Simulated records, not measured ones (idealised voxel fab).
Process module under the name voxel wiring stack
Cross-sectional view cut (width: 195 nm; square cell size: 5 nm).
Throughout this document, each cross-section is represented as a grid of square cells and is presented as a sequence of bands enumerated from the top downward, where a band comprises one or more rows of cells. Within each band entry, the heights of the top and of the bottom of the band appear first, in that order and in nm; the materials of the band then follow from left to right, each with its corresponding width in nm. The designation "everywhere" on a single material indicates that it fills the band from edge to edge; the designation "blank" indicates empty space. The reference from which all heights are counted is 0, the level beneath which the as-received wafer is entirely one material; the lowest band, having no lower bound, proceeds downward and is written after the example "z 0 and below". Graded width ("30 to 40"): value in top row of band = first number; value in bottom row = second number; row-to-row change constant. Where a step carries "no modifications", the cross-section came out of it unchanged, cell for cell. "Enclosed void entries" contains a list of empty spaces, each no smaller than 8 cells and without an open way to the top, written in the form width x height at distance with the distance from the left edge and all three in nm. after a step's settings: what the simulator itself notes on the step. Steps that use a mask can have "overlay nm" on their line. It says how far the mask sat to the right of where it was meant to be. Negative means to the left.
These are the steps we planned for the process:
| 1 | RECEIVE [material Si] |
| 2 | CONFORMAL_DEP [material SiO2] [thk nm 10] |
| 3 | CONFORMAL_DEP [material SiN] [thk nm 5] |
| 4 | DIRECTIONAL_DEP [material SiO2] [thk nm 15] |
| 5 | DIRECTIONAL_DEP [material aC] [thk nm 15] |
| 6 | PATTERN [tone open] [mask id METAL_1] [material resist] [width nm 25] [pitch nm 40] [thk nm 35] [overlay nm 0] |
| 7 | DIRECTIONAL_ETCH [etch materials aC] [depth nm 15] |
| 8 | STRIP [etch materials resist] |
| 9 | DIRECTIONAL_ETCH [etch materials SiO2] [depth nm 15] |
| 10 | DIRECTIONAL_ETCH [etch materials SiN] [depth nm 5] |
| 11 | STRIP [etch materials aC] |
| 12 | CONFORMAL_DEP [material TiN] [thk nm 5] |
| 13 | FILL_DEP [material W] [thk nm 10] |
| 14 | CMP [height nm 30] |
| 15 | EPI [material Ru] [thk nm 5] |
| 16 | FILL_DEP [material SiCN] [thk nm 5] |
| 17 | DIRECTIONAL_DEP [material lowk] [thk nm 15] |
| 18 | DIRECTIONAL_DEP [material aC] [thk nm 10] |
| 19 | PATTERN [tone open] [mask id PLUG_1] [material resist] [width nm 15] [pitch nm 40] [thk nm 30] [overlay nm 0] |
| 20 | DIRECTIONAL_ETCH [etch materials aC] [depth nm 10] |
| 21 | STRIP [etch materials resist] |
| 22 | DIRECTIONAL_ETCH [etch materials lowk] [depth nm 15] |
| 23 | DIRECTIONAL_ETCH [etch materials SiCN] [depth nm 5] |
| 24 | STRIP [etch materials aC] |
| 25 | CONFORMAL_DEP [material TiN] [thk nm 5] |
| 26 | FILL_DEP [material W] [thk nm 10] |
| 27 | CMP [height nm 55] |
| 28 | CONFORMAL_DEP [material SiN] [thk nm 5] |
| 29 | DIRECTIONAL_DEP [material SiO2] [thk nm 20] |
| 30 | MASKED_ETCH [tone open] [mask id METAL_2] [width nm 25] [pitch nm 40] [etch materials SiO2] [depth nm 20] [overlay nm 0] |
| 31 | MASKED_ETCH [tone open] [mask id METAL_2] [width nm 25] [pitch nm 40] [etch materials SiN] [depth nm 5] [overlay nm 0] |
| 32 | CONFORMAL_DEP [material TiN] [thk nm 5] |
| 33 | FILL_DEP [material Cu] [thk nm 5] |
| 34 | CMP [height nm 80] |
| 35 | CONFORMAL_DEP [material SiCN] [thk nm 5] |
| 36 | DIRECTIONAL_DEP [material SiO2] [thk nm 20] |
| 37 | DIRECTIONAL_DEP [material aC] [thk nm 15] |
| 38 | PATTERN [tone open] [mask id PLUG_2] [material resist] [width nm 15] [pitch nm 40] [thk nm 30] [overlay nm 0] |
| 39 | DIRECTIONAL_ETCH [etch materials aC] [depth nm 15] |
| 40 | STRIP [etch materials resist] |
| 41 | DIRECTIONAL_ETCH [etch materials SiO2] [depth nm 20] |
| 42 | DIRECTIONAL_ETCH [etch materials SiCN] [depth nm 5] |
| 43 | STRIP [etch materials aC] |
| 44 | CONFORMAL_DEP [material TiN] [thk nm 5] |
| 45 | FILL_DEP [material W] [thk nm 10] |
| 46 | CMP [height nm 105] |
| 47 | DIRECTIONAL_DEP [material TiN] [thk nm 5] |
| 48 | DIRECTIONAL_DEP [material W] [thk nm 25] |
| 49 | PATTERN [tone cover] [mask id METAL_3] [material resist] [width nm 25] [pitch nm 40] [thk nm 20] [overlay nm 0] |
| 50 | DIRECTIONAL_ETCH [etch materials W] [depth nm 25] |
| 51 | DIRECTIONAL_ETCH [etch materials TiN] [depth nm 5] |
| 52 | STRIP [etch materials resist] |
| 53 | FILL_DEP [material lowk] [thk nm 5] |
| 54 | CMP [height nm 135] |
| 55 | CONFORMAL_DEP [material SiN] [thk nm 5] |
Cross-section, incoming material, after step 1:
> z 0 and below = Si everywhere
> Enclosed void entries: none
Starting structure and process plan are as shown above, but one mistake was made in running the module; the wafer cross-section at the end of the module follows:
> z 140 to 135 = SiN everywhere
> z 135 to 110 = TiN 45 / W 25 / TiN 15 / W 25 / TiN 15 / W 25 / TiN 45
> z 110 to 105 = TiN everywhere
> z 105 to 85 = SiO2 45 / TiN 5 / W 5 / TiN 5 / SiO2 25 / TiN 5 / W 5 / TiN 5 / SiO2 25 / TiN 5 / W 5 / TiN 5 / SiO2 55
> z 85 to 80 = SiCN 45 / TiN 15 / SiCN 25 / TiN 15 / SiCN 25 / TiN 15 / SiCN 55
> z 80 to 60 = SiO2 45 / TiN 5 / Cu 15 / TiN 5 / SiO2 15 / TiN 5 / Cu 15 / TiN 5 / SiO2 15 / TiN 5 / Cu 15 / TiN 5 / SiO2 45
> z 60 to 55 = SiN 45 / TiN 25 / SiN 15 / TiN 25 / SiN 15 / TiN 25 / SiN 45
> z 55 to 40 = lowk 45 / TiN 5 / W 5 / TiN 5 / lowk 25 / TiN 5 / W 5 / TiN 5 / lowk 25 / TiN 5 / W 5 / TiN 5 / lowk 55
> z 40 to 35 = SiCN 45 / TiN 15 / SiCN 25 / TiN 15 / SiCN 25 / TiN 15 / SiCN 55
> z 35 to 30 = SiCN 40 / Ru 35 / SiCN 5 / Ru 35 / SiCN 5 / Ru 35 / SiCN 40
> z 30 to 15 = SiO2 45 / TiN 5 / W 15 / TiN 5 / SiO2 15 / TiN 5 / W 15 / TiN 5 / SiO2 15 / TiN 5 / W 15 / TiN 5 / SiO2 45
> z 15 to 10 = SiN 45 / TiN 25 / SiN 15 / TiN 25 / SiN 15 / TiN 25 / SiN 45
> z 10 to 0 = SiO2 everywhere
> z 0 and below = Si everywhere
> Enclosed void entries: none
Error vs. plan: off-plan run, step 53, actual operation and settings FILL_DEP [material TiN] [thk nm 5]
